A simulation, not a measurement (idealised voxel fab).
Process module in this document: voxel released beams
Square cells of 5 nm make up the cross-section cut, whose width is 235 nm.
Cross-section spec: square-cell grid; bands listed top down; each band is one or more rows. Heights first: top, then bottom, in nm. Then materials, left to right, each with a width in nm. "throughout" on a single material: fills the band edge to edge. "blank": empty space. The reference from which all heights are counted is 0, the level beneath which the as-received wafer is entirely one material; the lowest band, having no lower bound, proceeds downward and is written after the example "0 down". It should be noted that a width expressed as "30 to 40" varies in equal increments from row to row of cells within the band, taking the value of the first number at the top row and that of the second number at the bottom row. "all unchanged" (step): cross-section cells unchanged, all of them. Entry "Unvented cavities" = empty spaces >= 8 cells with no open way to the top; each as width x height at distance, distance from left edge, all nm. Formally, on a step line, whatever follows the settings is a remark that the simulator itself makes on the step. "overlay nm" answers the question of how far to the right of plan the mask lay on a step that has a mask, and when it is negative the answer is to the left.
**Intended process steps**
1) RECEIVE | material Si
2) CONFORMAL_DEP | material Al2O3 | thk nm 5
3) DIRECTIONAL_DEP | material SiO2 | thk nm 20
4) MASKED_ETCH | tone open | mask id ANCHOR | width nm 30 | etch materials SiO2 | depth nm 20 | overlay nm 0
5) CONFORMAL_DEP | material W | thk nm 10
6) MASKED_ETCH | tone cover | mask id BEAM | width nm 100 | etch materials W | depth nm 10 | overlay nm 0
7) STRIP | etch materials SiO2
**Of two wafers, the first: run according to plan**
**Wafer at receipt (post step 1), cross-section**
> 0 down: Si throughout
> Unvented cavities: none
**Step 2 complete: cross-section through the wafer**
> 5 to 0: Al2O3 throughout
> Everything under 0 stays put, no change at all.
**Step 3 complete: cross-section through the wafer**
> 25 to 5: SiO2 throughout
> Everything under 5 stays put, no change at all.
**Step 4 complete: cross-section through the wafer**
> 25 to 5: SiO2: 70, then blank: 30, then SiO2: 135
> Everything under 5 stays put, no change at all.
**Step 5 complete: cross-section through the wafer**
> 35 to 25: W: 80, then blank: 10, then W: 145
> 25 to 15: SiO2: 70, then W: 10, then blank: 10, then W: 10, then SiO2: 135
> 15 to 5: SiO2: 70, then W: 30, then SiO2: 135
> Everything under 5 stays put, no change at all.
**Step 6 complete: cross-section through the wafer**
> 35 to 25: blank: 65, then W: 15, then blank: 10, then W: 75, then blank: 70
> Everything under 25 stays put, no change at all.
**Step 7 complete: cross-section through the wafer**
> 35 to 25: blank: 65, then W: 15, then blank: 10, then W: 75, then blank: 70
> 25 to 15: blank: 70, then W: 10, then blank: 10, then W: 10, then blank: 135
> 15 to 5: blank: 70, then W: 30, then blank: 135
> Everything under 5 stays put, no change at all.
**Here the second wafer is described. Its start and its plan were those of the first wafer. Its run contained one mistake. Up to and including step 6, it did exactly what the first wafer did**
**Cross-section of the second wafer at the time step 7 of the plan should have ended**
> 25 to 5: SiO2: 70, then blank: 30, then SiO2: 135
> Everything under 5 stays put, no change at all.
So what did we get wrong on this run? planned and actual differ for step 7; actual: STRIP | etch materials W
The closing comparison, in cells, has the second wafer with more or fewer of some materials than the first: SiO2: 164 more; W: 56 fewer
